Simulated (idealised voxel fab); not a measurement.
process module | voxel gate over fins
cross-section cut | 215 nm wide | cells 5 nm
A cross-section is a grid of square cells, given in bands from the top down. A band is one or more rows of cells.
Each band's line starts with the height of the band's top and of its bottom, in nm. Then come its materials from left to right, each with its width in nm. One material with "throughout" fills the band from edge to edge. "air" is empty space.
Height 0 is the level under which the wafer as received is all one material. The lowest band goes on downwards, as in "0 down".
A width such as "30 to 40" changes by the same amount from each row of cells to the next, from the band's top row to its bottom row.
"no change" after a step means that no cell of the cross-section changed.
closed voids: empty space of 8 cells or more with no open way to the top, each as width x height at its distance from the left edge, in nm
after a step's settings: what the simulator itself notes on the step
overlay nm, on a step with a mask: how far to the right of its planned place the mask lay; to the left if negative
plan
1 op RECEIVE | material Si
2 op CONFORMAL_DEP | material SiN | thk nm 5
3 op PATTERN | tone cover | mask id FINS | material resist | width nm 15 | pitch nm 50 | thk nm 20 | overlay nm 0
4 op DIRECTIONAL_ETCH | etch materials SiN | depth nm 5
5 op DIRECTIONAL_ETCH | etch materials Si | depth nm 40
6 op STRIP | etch materials resist
7 op FILL_DEP | material SiO2 | thk nm 5
8 op CMP | height nm 5
9 op PATTERN | tone open | mask id RAIL | material resist | width nm 15 | thk nm 20 | overlay nm 0
10 op DIRECTIONAL_ETCH | etch materials SiO2 | depth nm 40
11 op STRIP | etch materials resist
12 op CONFORMAL_DEP | material TiN | thk nm 5
13 op FILL_DEP | material Ru | thk nm 10
14 op CMP | height nm 5
15 op SELECTIVE_ETCH | etch materials W Ru TiN | depth nm 25
16 op FILL_DEP | material SiO2 | thk nm 5
17 op CMP | height nm 5
18 op SELECTIVE_ETCH | etch materials SiO2 | depth nm 15
19 op STRIP | etch materials SiN
20 op CONFORMAL_DEP | material HfO2 | thk nm 5
21 op CONFORMAL_DEP | material TiN | thk nm 5
22 op CONFORMAL_DEP | material TiAl | thk nm 5
23 op CONFORMAL_DEP | material TiN | thk nm 5
24 op FILL_DEP | material W | thk nm 10
25 op CMP | height nm 25
26 op CONFORMAL_DEP | material SiN | thk nm 5
as received, after step 1
  0 down: Si throughout
  closed voids: none
a wafer at the end: this start, this plan, one mistake
  30 to 25: SiN throughout
  25 to 20: W throughout
  20 to 15: W 5 | TiAl 205 | W 5
  15 to 10: W 5 | TiAl 5 | TiN 45 | TiAl 5 | TiN 45 | TiAl 5 | TiN 45 | TiAl 5 | TiN 45 | TiAl 5 | W 5
  10 to 5: TiAl 10 | TiN 45 | TiAl 5 | TiN 45 | TiAl 5 | TiN 45 | TiAl 5 | TiN 45 | TiAl 10
  5 to 0: TiN 20 | HfO2 25 | TiN 25 | HfO2 25 | TiN 25 | HfO2 25 | TiN 25 | HfO2 25 | TiN 20
  0 to -5: TiN 20 | HfO2 5 | Si 15 | HfO2 5 | TiN 25 | HfO2 5 | Si 15 | HfO2 5 | TiN 25 | HfO2 5 | Si 15 | HfO2 5 | TiN 25 | HfO2 5 | Si 15 | HfO2 5 | TiN 20
  -5 to -10: HfO2 25 | Si 15 | HfO2 35 | Si 15 | HfO2 35 | Si 15 | HfO2 35 | Si 15 | HfO2 25
  -10 to -20: SiO2 25 | Si 15 | SiO2 35 | Si 15 | SiO2 35 | Si 15 | SiO2 35 | Si 15 | SiO2 25
  -20 to -30: SiO2 25 | Si 15 | SiO2 10 | TiN 5 | Ru 5 | TiN 5 | SiO2 10 | Si 15 | SiO2 35 | Si 15 | SiO2 35 | Si 15 | SiO2 25
  -30 to -35: SiO2 25 | Si 15 | SiO2 10 | TiN 15 | SiO2 10 | Si 15 | SiO2 35 | Si 15 | SiO2 35 | Si 15 | SiO2 25
  -35 to -40: SiO2 25 | Si 15 | SiO2 35 | Si 15 | SiO2 35 | Si 15 | SiO2 35 | Si 15 | SiO2 25
  -40 down: Si throughout
  closed voids: none
what went wrong: steps 22 and 23 were swapped
